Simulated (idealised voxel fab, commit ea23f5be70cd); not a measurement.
Title: Process Module voxel transistor to metal
It is cross-section cut that appears here, measuring 160 nm in width, its square cells being 5 nm in size.
Square cells in a grid make up a cross-section in this document, and the grid is given as bands, listed from the top down, each one or more rows of cells. Band entry format. Leading values: height of top, height of bottom, nm. Remainder: materials in left-to-right order, each with its width in nm. Special words: "full width" on a single material, which then fills the band edge to edge; "air", empty space. The level at which height equals 0 is the one under which the wafer, as it arrives, is entirely one material. No lower edge exists for the bottom band, which continues downward and is notated as in "from 0 down". You'd read "30 to 40" like this: the band's top row of cells is as wide as the first number, its bottom row is as wide as the second, and going down, every row changes width by the same amount as the row before did. No cell of the cross-section changed in a step that is given as "no change". So "Closed empty spaces" is basically the list of trapped voids: any empty space of 8 cells or more that can't reach the top through an opening. They're written width x height at distance, the distance being from the left edge, and it's all nm. That trailing text on a step's line, after the settings, is the simulator's own remark on the step. overlay nm: where the mask lay relative to plan, measured to the right, on steps with a mask; negatives go left.

**Process steps (planned)**
1) RECEIVE, material Si
2) CONFORMAL_DEP, material SiO2, thk nm 5
3) CONFORMAL_DEP, material SiN, thk nm 10
4) MASKED_ETCH, tone cover, mask id ACTIVE, width nm 125, etch materials SiN, depth nm 10, overlay nm 0
5) MASKED_ETCH, tone cover, mask id ACTIVE, width nm 125, etch materials SiO2, depth nm 5, overlay nm 0
6) MASKED_ETCH, tone cover, mask id ACTIVE, width nm 125, etch materials Si, depth nm 20, overlay nm 0
7) OXIDIZE, depth nm 5
8) FILL_DEP, material SiO2, thk nm 5
9) CMP, height nm 15
10) SELECTIVE_ETCH, etch materials SiO2, depth nm 10
11) STRIP, etch materials SiN
12) SELECTIVE_ETCH, etch materials SiO2, depth nm 5
13) OXIDIZE, depth nm 5
14) DIRECTIONAL_DEP, material polySi, thk nm 25
15) DIRECTIONAL_DEP, material SiCN, thk nm 15
16) PATTERN, tone cover, mask id GATE, material resist, width nm 35, thk nm 15, overlay nm 0
17) DIRECTIONAL_ETCH, etch materials SiCN, depth nm 25
18) DIRECTIONAL_ETCH, etch materials polySi, depth nm 35
19) STRIP, etch materials resist
20) CONFORMAL_DEP, material SiO2, thk nm 5
21) DIRECTIONAL_ETCH, etch materials SiO2, depth nm 5
22) CONFORMAL_DEP, material SiN, thk nm 10
23) DIRECTIONAL_ETCH, etch materials SiN, depth nm 10
24) DIRECTIONAL_ETCH, etch materials SiO2, depth nm 5
25) EPI, material SiGe, thk nm 5
26) FILL_DEP, material SiO2, thk nm 5
27) CMP, height nm 25
28) STRIP, etch materials polySi
29) SELECTIVE_ETCH, etch materials SiO2, depth nm 5
30) CONFORMAL_DEP, material HfO2, thk nm 5
31) CONFORMAL_DEP, material TiN, thk nm 5
32) FILL_DEP, material W, thk nm 10
33) CMP, height nm 20
34) DIRECTIONAL_DEP, material SiO2, thk nm 15
35) MASKED_ETCH, tone open, mask id CONTACT, width nm 20, pitch nm 85, etch materials SiO2, depth nm 35, overlay nm 0
36) CONFORMAL_DEP, material TiN, thk nm 5
37) FILL_DEP, material Ru, thk nm 5
38) CMP, height nm 35
39) CONFORMAL_DEP, material SiCN, thk nm 5
40) DIRECTIONAL_DEP, material SiO2, thk nm 20
41) DIRECTIONAL_DEP, material aC, thk nm 10
42) PATTERN, tone open, mask id METAL_1, material resist, width nm 20, pitch nm 85, thk nm 25, overlay nm 0
43) DIRECTIONAL_ETCH, etch materials aC, depth nm 10
44) STRIP, etch materials resist
45) DIRECTIONAL_ETCH, etch materials SiO2, depth nm 20
46) DIRECTIONAL_ETCH, etch materials SiCN, depth nm 5
47) STRIP, etch materials aC
48) CONFORMAL_DEP, material TiN, thk nm 5
49) FILL_DEP, material Cu, thk nm 5
50) CMP, height nm 60
51) CONFORMAL_DEP, material SiCN, thk nm 5
52) DIRECTIONAL_DEP, material lowk, thk nm 25
53) PATTERN, tone open, mask id METAL_2, material resist, width nm 20, pitch nm 85, thk nm 20, overlay nm 0
54) DIRECTIONAL_ETCH, etch materials lowk, depth nm 15
55) STRIP, etch materials resist
56) MASKED_ETCH, tone open, mask id METAL_2_HOLES, width nm 15, pitch nm 85, etch materials lowk, depth nm 10, overlay nm 0
57) MASKED_ETCH, tone open, mask id METAL_2_HOLES, width nm 15, pitch nm 85, etch materials SiCN, depth nm 5, overlay nm 0
58) CONFORMAL_DEP, material TiN, thk nm 5
59) FILL_DEP, material Cu, thk nm 10
60) CMP, height nm 90
61) CONFORMAL_DEP, material SiN, thk nm 5

**As-received wafer cross-section (after step 1)**
- from 0 down | Si full width
- Closed empty spaces: none

**Cross-section, end of module. Start: as above. Plan: as above. Execution: one mistake**
- from 95 to 90 | SiN full width
- from 90 to 80 | lowk (25), then TiN (5), then Cu (10), then TiN (5), then lowk (65), then TiN (5), then Cu (10), then TiN (5), then lowk (30)
- from 80 to 75 | lowk (25), then TiN (5), then Cu (5), then TiN (10), then lowk (65), then TiN (5), then Cu (5), then TiN (10), then lowk (30)
- from 75 to 65 | lowk (25), then TiN (5), then Cu (5), then TiN (5), then lowk (70), then TiN (5), then Cu (5), then TiN (5), then lowk (35)
- from 65 to 60 | SiCN (25), then TiN (15), then SiCN (70), then TiN (15), then SiCN (35)
- from 60 to 40 | SiO2 (25), then TiN (5), then Cu (10), then TiN (5), then SiO2 (65), then TiN (5), then Cu (10), then TiN (5), then SiO2 (30)
- from 40 to 35 | SiCN (25), then TiN (20), then SiCN (65), then TiN (20), then SiCN (30)
- from 35 to 25 | SiO2 (25), then TiN (5), then Ru (10), then TiN (5), then SiO2 (65), then TiN (5), then Ru (10), then TiN (5), then SiO2 (30)
- from 25 to 20 | SiO2 (25), then TiN (20), then SiO2 (65), then TiN (20), then SiO2 (30)
- from 20 to 5 | W (55), then TiN (5), then HfO2 (5), then SiN (10), then SiO2 (5), then SiN (10), then HfO2 (5), then TiN (5), then W (60)
- from 5 to 0 | TiN (60), then HfO2 (5), then SiN (10), then SiO2 (5), then SiN (10), then HfO2 (5), then TiN (65)
- from 0 to -5 | HfO2 (65), then SiO2 (10), then SiGe (5), then SiO2 (10), then HfO2 (70)
- from -5 to -25 | SiO2 (20), then Si (115), then SiO2 (25)
- from -25 down | Si full width
- Closed empty spaces: none
what went wrong: in deviation from the planned setting, step 16 was conducted as PATTERN, tone open, mask id GATE, material resist, width nm 35, thk nm 15, overlay nm 0
